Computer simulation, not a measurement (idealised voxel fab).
Title: Process Module voxel trench capacitor
We display cut, a cross-section 255 nm in width whose square cells are each 5 nm.
If you're reading a cross-section in this doc, picture square cells in a grid; it comes to you as bands, top ones listed first down to the bottom, and a band can be one or more rows of cells.
A band entry consists of two parts. The first gives the height of the band's top and the height of its bottom, in nm. The rest lists the band's materials from left to right, each with its width in nm. A single material labelled with the word "full width" fills the band from edge to edge, and the word "empty" marks empty space.
Zero point of the height axis is 0; under it, received wafer = one material. Lowest band: continues down indefinitely, "0 down".
A width such as "30->40" changes by the same amount from each row of cells to the next, from the band's top row to its bottom row.
Where a step carries "no alterations made", the cross-section came out of it unchanged, cell for cell.
Empty spaces without an open route to the top, at least 8 cells in extent, make up the entry "Sealed void list"; each is given as width x height at distance, where the distance is measured from the left edge, and all are in nm.
Read whatever lies past the settings on a step's line as the simulator's own remark about the step.
Steps that use a mask can have "overlay nm" on their line. It says how far the mask sat to the right of where it was meant to be. Negative means to the left.
If you're wondering how to read the rest of this, here's the deal. It's pairs of cross-sections: one from before a process step, one from after it. The after one is only drawn as far down as the lowest band that changed. Right under each pair you'll see which step sits between them and what its settings were. Don't read the pairs as one continuous story, though. They can come from different runs of this module on the same starting wafer, and a pair only carries on from the one above it where its entry headed "Status quo ante" says so.

## Status quo ante
	0 down  Si full width
	Sealed void list: none

## Sectional View, Post-Process
	5 to 0  SiN full width
	All layers under 0 are left as they were.
	Sealed void list: none
It is this step that lies between the two cross-sections above: CONFORMAL_DEP with material SiN, thk nm 5

Status quo ante: taken from the pair above, after panel.

## Sectional View, Post-Process
	20 to 5  resist 55 nm, empty 20 nm, resist 20 nm, empty 20 nm, resist 20 nm, empty 20 nm, resist 20 nm, empty 20 nm, resist 60 nm
	All layers under 5 are left as they were.
	Sealed void list: none
It is this step that lies between the two cross-sections above: PATTERN with tone open, mask id TRENCH, material resist, width nm 20, pitch nm 40, thk nm 15, overlay nm 0

Status quo ante: taken from the pair above, after panel.

## Sectional View, Post-Process
	20 to 5  resist 55 nm, empty 20 nm, resist 20 nm, empty 20 nm, resist 20 nm, empty 20 nm, resist 20 nm, empty 20 nm, resist 60 nm
	5 to 0  SiN 55 nm, empty 20 nm, SiN 20 nm, empty 20 nm, SiN 20 nm, empty 20 nm, SiN 20 nm, empty 20 nm, SiN 60 nm
	All layers under 0 are left as they were.
	Sealed void list: none
It is this step that lies between the two cross-sections above: DIRECTIONAL_ETCH with etch materials SiN, depth nm 5

Status quo ante: taken from the pair above, after panel.

## Sectional View, Post-Process
	20 to 5  resist 55 nm, empty 20 nm, resist 20 nm, empty 20 nm, resist 20 nm, empty 20 nm, resist 20 nm, empty 20 nm, resist 60 nm
	5 to 0  SiN 55 nm, empty 20 nm, SiN 20 nm, empty 20 nm, SiN 20 nm, empty 20 nm, SiN 20 nm, empty 20 nm, SiN 60 nm
	0 to -35  Si 55 nm, empty 20 nm, Si 20 nm, empty 20 nm, Si 20 nm, empty 20 nm, Si 20 nm, empty 20 nm, Si 60 nm
	All layers under -35 are left as they were.
	Sealed void list: none
It is this step that lies between the two cross-sections above: DIRECTIONAL_ETCH with etch materials Si, depth nm 35

Status quo ante: taken from the pair above, after panel.

## Sectional View, Post-Process
	5 to 0  SiN 55 nm, empty 20 nm, SiN 20 nm, empty 20 nm, SiN 20 nm, empty 20 nm, SiN 20 nm, empty 20 nm, SiN 60 nm
	All layers under 0 are left as they were.
	Sealed void list: none
It is this step that lies between the two cross-sections above: STRIP with etch materials resist

Status quo ante: taken from the pair above, after panel.

## Sectional View, Post-Process
	10 to 5  Al2O3 60 nm, empty 10 nm, Al2O3 30 nm, empty 10 nm, Al2O3 30 nm, empty 10 nm, Al2O3 30 nm, empty 10 nm, Al2O3 65 nm
	5 to 0  SiN 55 nm, Al2O3 5 nm, empty 10 nm, Al2O3 5 nm, SiN 20 nm, Al2O3 5 nm, empty 10 nm, Al2O3 5 nm, SiN 20 nm, Al2O3 5 nm, empty 10 nm, Al2O3 5 nm, SiN 20 nm, Al2O3 5 nm, empty 10 nm, Al2O3 5 nm, SiN 60 nm
	0 to -30  Si 55 nm, Al2O3 5 nm, empty 10 nm, Al2O3 5 nm, Si 20 nm, Al2O3 5 nm, empty 10 nm, Al2O3 5 nm, Si 20 nm, Al2O3 5 nm, empty 10 nm, Al2O3 5 nm, Si 20 nm, Al2O3 5 nm, empty 10 nm, Al2O3 5 nm, Si 60 nm
	-30 to -35  Si 55 nm, Al2O3 20 nm, Si 20 nm, Al2O3 20 nm, Si 20 nm, Al2O3 20 nm, Si 20 nm, Al2O3 20 nm, Si 60 nm
	All layers under -35 are left as they were.
	Sealed void list: none
It is this step that lies between the two cross-sections above: CONFORMAL_DEP with material Al2O3, thk nm 5

Status quo ante: taken from the pair above, after panel.

## Sectional View, Post-Process
	15 to 10  polySi full width
	10 to 5  Al2O3 60 nm, polySi 10 nm, Al2O3 30 nm, polySi 10 nm, Al2O3 30 nm, polySi 10 nm, Al2O3 30 nm, polySi 10 nm, Al2O3 65 nm
	5 to 0  SiN 55 nm, Al2O3 5 nm, polySi 10 nm, Al2O3 5 nm, SiN 20 nm, Al2O3 5 nm, polySi 10 nm, Al2O3 5 nm, SiN 20 nm, Al2O3 5 nm, polySi 10 nm, Al2O3 5 nm, SiN 20 nm, Al2O3 5 nm, polySi 10 nm, Al2O3 5 nm, SiN 60 nm
	0 to -30  Si 55 nm, Al2O3 5 nm, polySi 10 nm, Al2O3 5 nm, Si 20 nm, Al2O3 5 nm, polySi 10 nm, Al2O3 5 nm, Si 20 nm, Al2O3 5 nm, polySi 10 nm, Al2O3 5 nm, Si 20 nm, Al2O3 5 nm, polySi 10 nm, Al2O3 5 nm, Si 60 nm
	All layers under -30 are left as they were.
	Sealed void list: none
It is this step that lies between the two cross-sections above: FILL_DEP with material polySi, thk nm 5

Status quo ante: taken from the pair above, after panel.

## Sectional View, Post-Process
	5 to 0  SiN 55 nm, Al2O3 5 nm, polySi 10 nm, Al2O3 5 nm, SiN 20 nm, Al2O3 5 nm, polySi 10 nm, Al2O3 5 nm, SiN 20 nm, Al2O3 5 nm, polySi 10 nm, Al2O3 5 nm, SiN 20 nm, Al2O3 5 nm, polySi 10 nm, Al2O3 5 nm, SiN 60 nm
	All layers under 0 are left as they were.
	Sealed void list: none
It is this step that lies between the two cross-sections above: CMP with height nm 5

## Status quo ante
	20 to 5  resist 55 nm, empty 20 nm, resist 20 nm, empty 20 nm, resist 20 nm, empty 20 nm, resist 20 nm, empty 20 nm, resist 60 nm
	5 to 0  SiN 55 nm, empty 20 nm, SiN 20 nm, empty 20 nm, SiN 20 nm, empty 20 nm, SiN 20 nm, empty 20 nm, SiN 60 nm
	0 to -35  Si 55 nm, empty 20 nm, Si 20 nm, empty 20 nm, Si 20 nm, empty 20 nm, Si 20 nm, empty 20 nm, Si 60 nm
	-35 down  Si full width
	Sealed void list: none

## Sectional View, Post-Process
	20 to 5  resist 55 nm, empty 20 nm, resist 20 nm, empty 20 nm, resist 20 nm, empty 20 nm, resist 20 nm, empty 20 nm, resist 60 nm
	5 to 0  SiN 55 nm, empty 20 nm, SiN 20 nm, empty 20 nm, SiN 20 nm, empty 20 nm, SiN 20 nm, empty 20 nm, SiN 60 nm
	0 to -70  Si 55 nm, empty 20 nm, Si 20 nm, empty 20 nm, Si 20 nm, empty 20 nm, Si 20 nm, empty 20 nm, Si 60 nm
	All layers under -70 are left as they were.
	Sealed void list: none
It is this step that lies between the two cross-sections above: DIRECTIONAL_ETCH with etch materials Si, depth nm 35

Status quo ante: taken from the pair above, after panel.

## Sectional View, Post-Process
	5 to 0  SiN 55 nm, empty 20 nm, SiN 20 nm, empty 20 nm, SiN 20 nm, empty 20 nm, SiN 20 nm, empty 20 nm, SiN 60 nm
	All layers under 0 are left as they were.
	Sealed void list: none
It is this step that lies between the two cross-sections above: STRIP with etch materials resist

Status quo ante: taken from the pair above, after panel.

## Sectional View, Post-Process
	10 to 5  Al2O3 60 nm, empty 10 nm, Al2O3 30 nm, empty 10 nm, Al2O3 30 nm, empty 10 nm, Al2O3 30 nm, empty 10 nm, Al2O3 65 nm
	5 to 0  SiN 55 nm, Al2O3 5 nm, empty 10 nm, Al2O3 5 nm, SiN 20 nm, Al2O3 5 nm, empty 10 nm, Al2O3 5 nm, SiN 20 nm, Al2O3 5 nm, empty 10 nm, Al2O3 5 nm, SiN 20 nm, Al2O3 5 nm, empty 10 nm, Al2O3 5 nm, SiN 60 nm
	0 to -65  Si 55 nm, Al2O3 5 nm, empty 10 nm, Al2O3 5 nm, Si 20 nm, Al2O3 5 nm, empty 10 nm, Al2O3 5 nm, Si 20 nm, Al2O3 5 nm, empty 10 nm, Al2O3 5 nm, Si 20 nm, Al2O3 5 nm, empty 10 nm, Al2O3 5 nm, Si 60 nm
	-65 to -70  Si 55 nm, Al2O3 20 nm, Si 20 nm, Al2O3 20 nm, Si 20 nm, Al2O3 20 nm, Si 20 nm, Al2O3 20 nm, Si 60 nm
	All layers under -70 are left as they were.
	Sealed void list: none
It is this step that lies between the two cross-sections above: CONFORMAL_DEP with material Al2O3, thk nm 5

Status quo ante: taken from the pair above, after panel.

## Sectional View, Post-Process
	15 to 10  polySi full width
	10 to 5  Al2O3 60 nm, polySi 10 nm, Al2O3 30 nm, polySi 10 nm, Al2O3 30 nm, polySi 10 nm, Al2O3 30 nm, polySi 10 nm, Al2O3 65 nm
	5 to 0  SiN 55 nm, Al2O3 5 nm, polySi 10 nm, Al2O3 5 nm, SiN 20 nm, Al2O3 5 nm, polySi 10 nm, Al2O3 5 nm, SiN 20 nm, Al2O3 5 nm, polySi 10 nm, Al2O3 5 nm, SiN 20 nm, Al2O3 5 nm, polySi 10 nm, Al2O3 5 nm, SiN 60 nm
	0 to -65  Si 55 nm, Al2O3 5 nm, polySi 10 nm, Al2O3 5 nm, Si 20 nm, Al2O3 5 nm, polySi 10 nm, Al2O3 5 nm, Si 20 nm, Al2O3 5 nm, polySi 10 nm, Al2O3 5 nm, Si 20 nm, Al2O3 5 nm, polySi 10 nm, Al2O3 5 nm, Si 60 nm
	All layers under -65 are left as they were.
	Sealed void list: none
It is this step that lies between the two cross-sections above: FILL_DEP with material polySi, thk nm 5

Status quo ante: taken from the pair above, after panel.

## Sectional View, Post-Process
	5 to 0  SiN 55 nm, Al2O3 5 nm, polySi 10 nm, Al2O3 5 nm, SiN 20 nm, Al2O3 5 nm, polySi 10 nm, Al2O3 5 nm, SiN 20 nm, Al2O3 5 nm, polySi 10 nm, Al2O3 5 nm, SiN 20 nm, Al2O3 5 nm, polySi 10 nm, Al2O3 5 nm, SiN 60 nm
	All layers under 0 are left as they were.
	Sealed void list: none
It is this step that lies between the two cross-sections above: CMP with height nm 5

## Status quo ante
	20 to 5  resist 55 nm, empty 20 nm, resist 20 nm, empty 20 nm, resist 20 nm, empty 20 nm, resist 20 nm, empty 20 nm, resist 60 nm
	5 to 0  SiN 55 nm, empty 20 nm, SiN 20 nm, empty 20 nm, SiN 20 nm, empty 20 nm, SiN 20 nm, empty 20 nm, SiN 60 nm
	0 down  Si full width
	Sealed void list: none

## Sectional View, Post-Process
	5 to 0  SiN 55 nm, empty 20 nm, SiN 20 nm, empty 20 nm, SiN 20 nm, empty 20 nm, SiN 20 nm, empty 20 nm, SiN 60 nm
	All layers under 0 are left as they were.
	Sealed void list: none
It is this step that lies between the two cross-sections above: STRIP with etch materials resist

Status quo ante: taken from the pair above, after panel.

## Sectional View, Post-Process
	5 to 0  SiN 55 nm, empty 20 nm, SiN 20 nm, empty 20 nm, SiN 20 nm, empty 20 nm, SiN 20 nm, empty 20 nm, SiN 60 nm
	0 to -35  Si 55 nm, empty 20 nm, Si 20 nm, empty 20 nm, Si 20 nm, empty 20 nm, Si 20 nm, empty 20 nm, Si 60 nm
	All layers under -35 are left as they were.
	Sealed void list: none
It is this step that lies between the two cross-sections above: DIRECTIONAL_ETCH with etch materials Si, depth nm 35

## Status quo ante
	15 to 10  polySi full width
	10 to 5  Al2O3 60 nm, polySi 10 nm, Al2O3 30 nm, polySi 10 nm, Al2O3 30 nm, polySi 10 nm, Al2O3 30 nm, polySi 10 nm, Al2O3 65 nm
	5 to 0  SiN 55 nm, Al2O3 5 nm, polySi 10 nm, Al2O3 5 nm, SiN 20 nm, Al2O3 5 nm, polySi 10 nm, Al2O3 5 nm, SiN 20 nm, Al2O3 5 nm, polySi 10 nm, Al2O3 5 nm, SiN 20 nm, Al2O3 5 nm, polySi 10 nm, Al2O3 5 nm, SiN 60 nm
	0 to -30  Si 55 nm, Al2O3 5 nm, polySi 10 nm, Al2O3 5 nm, Si 20 nm, Al2O3 5 nm, polySi 10 nm, Al2O3 5 nm, Si 20 nm, Al2O3 5 nm, polySi 10 nm, Al2O3 5 nm, Si 20 nm, Al2O3 5 nm, polySi 10 nm, Al2O3 5 nm, Si 60 nm
	-30 to -35  Si 55 nm, Al2O3 20 nm, Si 20 nm, Al2O3 20 nm, Si 20 nm, Al2O3 20 nm, Si 20 nm, Al2O3 20 nm, Si 60 nm
	-35 down  Si full width
	Sealed void list: none

## Sectional View, Post-Process
	-5 to -30  Si 55 nm, Al2O3 5 nm, polySi 10 nm, Al2O3 5 nm, Si 20 nm, Al2O3 5 nm, polySi 10 nm, Al2O3 5 nm, Si 20 nm, Al2O3 5 nm, polySi 10 nm, Al2O3 5 nm, Si 20 nm, Al2O3 5 nm, polySi 10 nm, Al2O3 5 nm, Si 60 nm
	All layers under -30 are left as they were.
	Sealed void list: none
It is this step that lies between the two cross-sections above: CMP with height nm -5

## Status quo ante
	5 to 0  SiN full width
	0 down  Si full width
	Sealed void list: none

## Sectional View, Post-Process
	20 to 5  resist 55 nm, empty 25 nm, resist 15 nm, empty 25 nm, resist 15 nm, empty 25 nm, resist 15 nm, empty 25 nm, resist 55 nm
	All layers under 5 are left as they were.
	Sealed void list: none
It is this step that lies between the two cross-sections above: PATTERN with tone open, mask id TRENCH, material resist, width nm 25, pitch nm 40, thk nm 15, overlay nm 0

Status quo ante: taken from the pair above, after panel.

## Sectional View, Post-Process
	20 to 5  resist 55 nm, empty 25 nm, resist 15 nm, empty 25 nm, resist 15 nm, empty 25 nm, resist 15 nm, empty 25 nm, resist 55 nm
	5 to 0  SiN 55 nm, empty 25 nm, SiN 15 nm, empty 25 nm, SiN 15 nm, empty 25 nm, SiN 15 nm, empty 25 nm, SiN 55 nm
	All layers under 0 are left as they were.
	Sealed void list: none
It is this step that lies between the two cross-sections above: DIRECTIONAL_ETCH with etch materials SiN, depth nm 5

Status quo ante: taken from the pair above, after panel.

## Sectional View, Post-Process
	20 to 5  resist 55 nm, empty 25 nm, resist 15 nm, empty 25 nm, resist 15 nm, empty 25 nm, resist 15 nm, empty 25 nm, resist 55 nm
	5 to 0  SiN 55 nm, empty 25 nm, SiN 15 nm, empty 25 nm, SiN 15 nm, empty 25 nm, SiN 15 nm, empty 25 nm, SiN 55 nm
	0 to -35  Si 55 nm, empty 25 nm, Si 15 nm, empty 25 nm, Si 15 nm, empty 25 nm, Si 15 nm, empty 25 nm, Si 55 nm
	All layers under -35 are left as they were.
	Sealed void list: none
It is this step that lies between the two cross-sections above: DIRECTIONAL_ETCH with etch materials Si, depth nm 35

Status quo ante: taken from the pair above, after panel.

## Sectional View, Post-Process
	5 to 0  SiN 55 nm, empty 25 nm, SiN 15 nm, empty 25 nm, SiN 15 nm, empty 25 nm, SiN 15 nm, empty 25 nm, SiN 55 nm
	All layers under 0 are left as they were.
	Sealed void list: none
It is this step that lies between the two cross-sections above: STRIP with etch materials resist

Status quo ante: taken from the pair above, after panel.

## Sectional View, Post-Process
	10 to 5  Al2O3 60 nm, empty 15 nm, Al2O3 25 nm, empty 15 nm, Al2O3 25 nm, empty 15 nm, Al2O3 25 nm, empty 15 nm, Al2O3 60 nm
	5 to 0  SiN 55 nm, Al2O3 5 nm, empty 15 nm, Al2O3 5 nm, SiN 15 nm, Al2O3 5 nm, empty 15 nm, Al2O3 5 nm, SiN 15 nm, Al2O3 5 nm, empty 15 nm, Al2O3 5 nm, SiN 15 nm, Al2O3 5 nm, empty 15 nm, Al2O3 5 nm, SiN 55 nm
	0 to -30  Si 55 nm, Al2O3 5 nm, empty 15 nm, Al2O3 5 nm, Si 15 nm, Al2O3 5 nm, empty 15 nm, Al2O3 5 nm, Si 15 nm, Al2O3 5 nm, empty 15 nm, Al2O3 5 nm, Si 15 nm, Al2O3 5 nm, empty 15 nm, Al2O3 5 nm, Si 55 nm
	-30 to -35  Si 55 nm, Al2O3 25 nm, Si 15 nm, Al2O3 25 nm, Si 15 nm, Al2O3 25 nm, Si 15 nm, Al2O3 25 nm, Si 55 nm
	All layers under -35 are left as they were.
	Sealed void list: none
It is this step that lies between the two cross-sections above: CONFORMAL_DEP with material Al2O3, thk nm 5

Status quo ante: taken from the pair above, after panel.

## Sectional View, Post-Process
	15 to 10  polySi full width
	10 to 5  Al2O3 60 nm, polySi 15 nm, Al2O3 25 nm, polySi 15 nm, Al2O3 25 nm, polySi 15 nm, Al2O3 25 nm, polySi 15 nm, Al2O3 60 nm
	5 to 0  SiN 55 nm, Al2O3 5 nm, polySi 15 nm, Al2O3 5 nm, SiN 15 nm, Al2O3 5 nm, polySi 15 nm, Al2O3 5 nm, SiN 15 nm, Al2O3 5 nm, polySi 15 nm, Al2O3 5 nm, SiN 15 nm, Al2O3 5 nm, polySi 15 nm, Al2O3 5 nm, SiN 55 nm
	0 to -30  Si 55 nm, Al2O3 5 nm, polySi 15 nm, Al2O3 5 nm, Si 15 nm, Al2O3 5 nm, polySi 15 nm, Al2O3 5 nm, Si 15 nm, Al2O3 5 nm, polySi 15 nm, Al2O3 5 nm, Si 15 nm, Al2O3 5 nm, polySi 15 nm, Al2O3 5 nm, Si 55 nm
	All layers under -30 are left as they were.
	Sealed void list: none
It is this step that lies between the two cross-sections above: FILL_DEP with material polySi, thk nm 5

Status quo ante: taken from the pair above, after panel.

## Sectional View, Post-Process
	5 to 0  SiN 55 nm, Al2O3 5 nm, polySi 15 nm, Al2O3 5 nm, SiN 15 nm, Al2O3 5 nm, polySi 15 nm, Al2O3 5 nm, SiN 15 nm, Al2O3 5 nm, polySi 15 nm, Al2O3 5 nm, SiN 15 nm, Al2O3 5 nm, polySi 15 nm, Al2O3 5 nm, SiN 55 nm
	All layers under 0 are left as they were.
	Sealed void list: none
It is this step that lies between the two cross-sections above: CMP with height nm 5

## Status quo ante
	5 to 0  SiN full width
	0 down  Si full width
	Sealed void list: none

## Sectional View, Post-Process
	20 to 5  resist 60 nm, empty 20 nm, resist 20 nm, empty 20 nm, resist 20 nm, empty 20 nm, resist 20 nm, empty 20 nm, resist 55 nm
	All layers under 5 are left as they were.
	Sealed void list: none
It is this step that lies between the two cross-sections above: PATTERN with tone open, mask id TRENCH, material resist, width nm 20, pitch nm 40, thk nm 15, overlay nm 5

Status quo ante: taken from the pair above, after panel.

## Sectional View, Post-Process
	20 to 5  resist 60 nm, empty 20 nm, resist 20 nm, empty 20 nm, resist 20 nm, empty 20 nm, resist 20 nm, empty 20 nm, resist 55 nm
	5 to 0  SiN 60 nm, empty 20 nm, SiN 20 nm, empty 20 nm, SiN 20 nm, empty 20 nm, SiN 20 nm, empty 20 nm, SiN 55 nm
	All layers under 0 are left as they were.
	Sealed void list: none
It is this step that lies between the two cross-sections above: DIRECTIONAL_ETCH with etch materials SiN, depth nm 5

Status quo ante: taken from the pair above, after panel.

## Sectional View, Post-Process
	20 to 5  resist 60 nm, empty 20 nm, resist 20 nm, empty 20 nm, resist 20 nm, empty 20 nm, resist 20 nm, empty 20 nm, resist 55 nm
	5 to 0  SiN 60 nm, empty 20 nm, SiN 20 nm, empty 20 nm, SiN 20 nm, empty 20 nm, SiN 20 nm, empty 20 nm, SiN 55 nm
	0 to -35  Si 60 nm, empty 20 nm, Si 20 nm, empty 20 nm, Si 20 nm, empty 20 nm, Si 20 nm, empty 20 nm, Si 55 nm
	All layers under -35 are left as they were.
	Sealed void list: none
It is this step that lies between the two cross-sections above: DIRECTIONAL_ETCH with etch materials Si, depth nm 35

Status quo ante: taken from the pair above, after panel.

## Sectional View, Post-Process
	5 to 0  SiN 60 nm, empty 20 nm, SiN 20 nm, empty 20 nm, SiN 20 nm, empty 20 nm, SiN 20 nm, empty 20 nm, SiN 55 nm
	All layers under 0 are left as they were.
	Sealed void list: none
It is this step that lies between the two cross-sections above: STRIP with etch materials resist

Status quo ante: taken from the pair above, after panel.

## Sectional View, Post-Process
	10 to 5  Al2O3 65 nm, empty 10 nm, Al2O3 30 nm, empty 10 nm, Al2O3 30 nm, empty 10 nm, Al2O3 30 nm, empty 10 nm, Al2O3 60 nm
	5 to 0  SiN 60 nm, Al2O3 5 nm, empty 10 nm, Al2O3 5 nm, SiN 20 nm, Al2O3 5 nm, empty 10 nm, Al2O3 5 nm, SiN 20 nm, Al2O3 5 nm, empty 10 nm, Al2O3 5 nm, SiN 20 nm, Al2O3 5 nm, empty 10 nm, Al2O3 5 nm, SiN 55 nm
	0 to -30  Si 60 nm, Al2O3 5 nm, empty 10 nm, Al2O3 5 nm, Si 20 nm, Al2O3 5 nm, empty 10 nm, Al2O3 5 nm, Si 20 nm, Al2O3 5 nm, empty 10 nm, Al2O3 5 nm, Si 20 nm, Al2O3 5 nm, empty 10 nm, Al2O3 5 nm, Si 55 nm
	-30 to -35  Si 60 nm, Al2O3 20 nm, Si 20 nm, Al2O3 20 nm, Si 20 nm, Al2O3 20 nm, Si 20 nm, Al2O3 20 nm, Si 55 nm
	All layers under -35 are left as they were.
	Sealed void list: none
It is this step that lies between the two cross-sections above: CONFORMAL_DEP with material Al2O3, thk nm 5

Status quo ante: taken from the pair above, after panel.

## Sectional View, Post-Process
	15 to 10  polySi full width
	10 to 5  Al2O3 65 nm, polySi 10 nm, Al2O3 30 nm, polySi 10 nm, Al2O3 30 nm, polySi 10 nm, Al2O3 30 nm, polySi 10 nm, Al2O3 60 nm
	5 to 0  SiN 60 nm, Al2O3 5 nm, polySi 10 nm, Al2O3 5 nm, SiN 20 nm, Al2O3 5 nm, polySi 10 nm, Al2O3 5 nm, SiN 20 nm, Al2O3 5 nm, polySi 10 nm, Al2O3 5 nm, SiN 20 nm, Al2O3 5 nm, polySi 10 nm, Al2O3 5 nm, SiN 55 nm
	0 to -30  Si 60 nm, Al2O3 5 nm, polySi 10 nm, Al2O3 5 nm, Si 20 nm, Al2O3 5 nm, polySi 10 nm, Al2O3 5 nm, Si 20 nm, Al2O3 5 nm, polySi 10 nm, Al2O3 5 nm, Si 20 nm, Al2O3 5 nm, polySi 10 nm, Al2O3 5 nm, Si 55 nm
	All layers under -30 are left as they were.
	Sealed void list: none
It is this step that lies between the two cross-sections above: FILL_DEP with material polySi, thk nm 5

Status quo ante: taken from the pair above, after panel.

## Sectional View, Post-Process
	5 to 0  SiN 60 nm, Al2O3 5 nm, polySi 10 nm, Al2O3 5 nm, SiN 20 nm, Al2O3 5 nm, polySi 10 nm, Al2O3 5 nm, SiN 20 nm, Al2O3 5 nm, polySi 10 nm, Al2O3 5 nm, SiN 20 nm, Al2O3 5 nm, polySi 10 nm, Al2O3 5 nm, SiN 55 nm
	All layers under 0 are left as they were.
	Sealed void list: none
It is this step that lies between the two cross-sections above: CMP with height nm 5

## Status quo ante
	0 down  Si full width
	Sealed void list: none

## Sectional View, Post-Process
	5 to 0  Al2O3 full width
	All layers under 0 are left as they were.
	Sealed void list: none
It is this step that lies between the two cross-sections above: CONFORMAL_DEP with material Al2O3, thk nm 5

Status quo ante: taken from the pair above, after panel.

## Sectional View, Post-Process
	20 to 5  resist 55 nm, empty 20 nm, resist 20 nm, empty 20 nm, resist 20 nm, empty 20 nm, resist 20 nm, empty 20 nm, resist 60 nm
	All layers under 5 are left as they were.
	Sealed void list: none
It is this step that lies between the two cross-sections above: PATTERN with tone open, mask id TRENCH, material resist, width nm 20, pitch nm 40, thk nm 15, overlay nm 0

Status quo ante: taken from the pair above, after panel.

## Sectional View, Post-Process
	5 to 0  Al2O3 full width
	All layers under 0 are left as they were.
	Sealed void list: none
It is this step that lies between the two cross-sections above: STRIP with etch materials resist

Status quo ante: taken from the pair above, after panel.

## Sectional View, Post-Process
	10 to 0  Al2O3 full width
	All layers under 0 are left as they were.
	Sealed void list: none
It is this step that lies between the two cross-sections above: CONFORMAL_DEP with material Al2O3, thk nm 5

Status quo ante: taken from the pair above, after panel.

## Sectional View, Post-Process
	15 to 10  polySi full width
	All layers under 10 are left as they were.
	Sealed void list: none
It is this step that lies between the two cross-sections above: FILL_DEP with material polySi, thk nm 5

Status quo ante: taken from the pair above, after panel.

## Sectional View, Post-Process
	5 to 0  Al2O3 full width
	All layers under 0 are left as they were.
	Sealed void list: none
It is this step that lies between the two cross-sections above: CMP with height nm 5

## Status quo ante
	5 to 0  SiN full width
	0 down  Si full width
	Sealed void list: none

## Sectional View, Post-Process
	20 to 5  empty 55 nm, resist 20 nm, empty 20 nm, resist 20 nm, empty 20 nm, resist 20 nm, empty 20 nm, resist 20 nm, empty 60 nm
	All layers under 5 are left as they were.
	Sealed void list: none
It is this step that lies between the two cross-sections above: PATTERN with tone cover, mask id TRENCH, material resist, width nm 20, pitch nm 40, thk nm 15, overlay nm 0

Status quo ante: taken from the pair above, after panel.

## Sectional View, Post-Process
	20 to 5  empty 55 nm, resist 20 nm, empty 20 nm, resist 20 nm, empty 20 nm, resist 20 nm, empty 20 nm, resist 20 nm, empty 60 nm
	5 to 0  empty 55 nm, SiN 20 nm, empty 20 nm, SiN 20 nm, empty 20 nm, SiN 20 nm, empty 20 nm, SiN 20 nm, empty 60 nm
	All layers under 0 are left as they were.
	Sealed void list: none
It is this step that lies between the two cross-sections above: DIRECTIONAL_ETCH with etch materials SiN, depth nm 5

Status quo ante: taken from the pair above, after panel.

## Sectional View, Post-Process
	20 to 5  empty 55 nm, resist 20 nm, empty 20 nm, resist 20 nm, empty 20 nm, resist 20 nm, empty 20 nm, resist 20 nm, empty 60 nm
	5 to 0  empty 55 nm, SiN 20 nm, empty 20 nm, SiN 20 nm, empty 20 nm, SiN 20 nm, empty 20 nm, SiN 20 nm, empty 60 nm
	0 to -35  empty 55 nm, Si 20 nm, empty 20 nm, Si 20 nm, empty 20 nm, Si 20 nm, empty 20 nm, Si 20 nm, empty 60 nm
	All layers under -35 are left as they were.
	Sealed void list: none
It is this step that lies between the two cross-sections above: DIRECTIONAL_ETCH with etch materials Si, depth nm 35

Status quo ante: taken from the pair above, after panel.

## Sectional View, Post-Process
	5 to 0  empty 55 nm, SiN 20 nm, empty 20 nm, SiN 20 nm, empty 20 nm, SiN 20 nm, empty 20 nm, SiN 20 nm, empty 60 nm
	All layers under 0 are left as they were.
	Sealed void list: none
It is this step that lies between the two cross-sections above: STRIP with etch materials resist

Status quo ante: taken from the pair above, after panel.

## Sectional View, Post-Process
	10 to 5  empty 50 nm, Al2O3 30 nm, empty 10 nm, Al2O3 30 nm, empty 10 nm, Al2O3 30 nm, empty 10 nm, Al2O3 30 nm, empty 55 nm
	5 to 0  empty 50 nm, Al2O3 5 nm, SiN 20 nm, Al2O3 5 nm, empty 10 nm, Al2O3 5 nm, SiN 20 nm, Al2O3 5 nm, empty 10 nm, Al2O3 5 nm, SiN 20 nm, Al2O3 5 nm, empty 10 nm, Al2O3 5 nm, SiN 20 nm, Al2O3 5 nm, empty 55 nm
	0 to -30  empty 50 nm, Al2O3 5 nm, Si 20 nm, Al2O3 5 nm, empty 10 nm, Al2O3 5 nm, Si 20 nm, Al2O3 5 nm, empty 10 nm, Al2O3 5 nm, Si 20 nm, Al2O3 5 nm, empty 10 nm, Al2O3 5 nm, Si 20 nm, Al2O3 5 nm, empty 55 nm
	-30 to -35  Al2O3 55 nm, Si 20 nm, Al2O3 20 nm, Si 20 nm, Al2O3 20 nm, Si 20 nm, Al2O3 20 nm, Si 20 nm, Al2O3 60 nm
	All layers under -35 are left as they were.
	Sealed void list: none
It is this step that lies between the two cross-sections above: CONFORMAL_DEP with material Al2O3, thk nm 5

Status quo ante: taken from the pair above, after panel.

## Sectional View, Post-Process
	15 to 10  polySi full width
	10 to 5  polySi 50 nm, Al2O3 30 nm, polySi 10 nm, Al2O3 30 nm, polySi 10 nm, Al2O3 30 nm, polySi 10 nm, Al2O3 30 nm, polySi 55 nm
	5 to 0  polySi 50 nm, Al2O3 5 nm, SiN 20 nm, Al2O3 5 nm, polySi 10 nm, Al2O3 5 nm, SiN 20 nm, Al2O3 5 nm, polySi 10 nm, Al2O3 5 nm, SiN 20 nm, Al2O3 5 nm, polySi 10 nm, Al2O3 5 nm, SiN 20 nm, Al2O3 5 nm, polySi 55 nm
	0 to -30  polySi 50 nm, Al2O3 5 nm, Si 20 nm, Al2O3 5 nm, polySi 10 nm, Al2O3 5 nm, Si 20 nm, Al2O3 5 nm, polySi 10 nm, Al2O3 5 nm, Si 20 nm, Al2O3 5 nm, polySi 10 nm, Al2O3 5 nm, Si 20 nm, Al2O3 5 nm, polySi 55 nm
	All layers under -30 are left as they were.
	Sealed void list: none
It is this step that lies between the two cross-sections above: FILL_DEP with material polySi, thk nm 5

Status quo ante: taken from the pair above, after panel.

## Sectional View, Post-Process
	5 to 0  polySi 50 nm, Al2O3 5 nm, SiN 20 nm, Al2O3 5 nm, polySi 10 nm, Al2O3 5 nm, SiN 20 nm, Al2O3 5 nm, polySi 10 nm, Al2O3 5 nm, SiN 20 nm, Al2O3 5 nm, polySi 10 nm, Al2O3 5 nm, SiN 20 nm, Al2O3 5 nm, polySi 55 nm
	All layers under 0 are left as they were.
	Sealed void list: none
It is this step that lies between the two cross-sections above: CMP with height nm 5
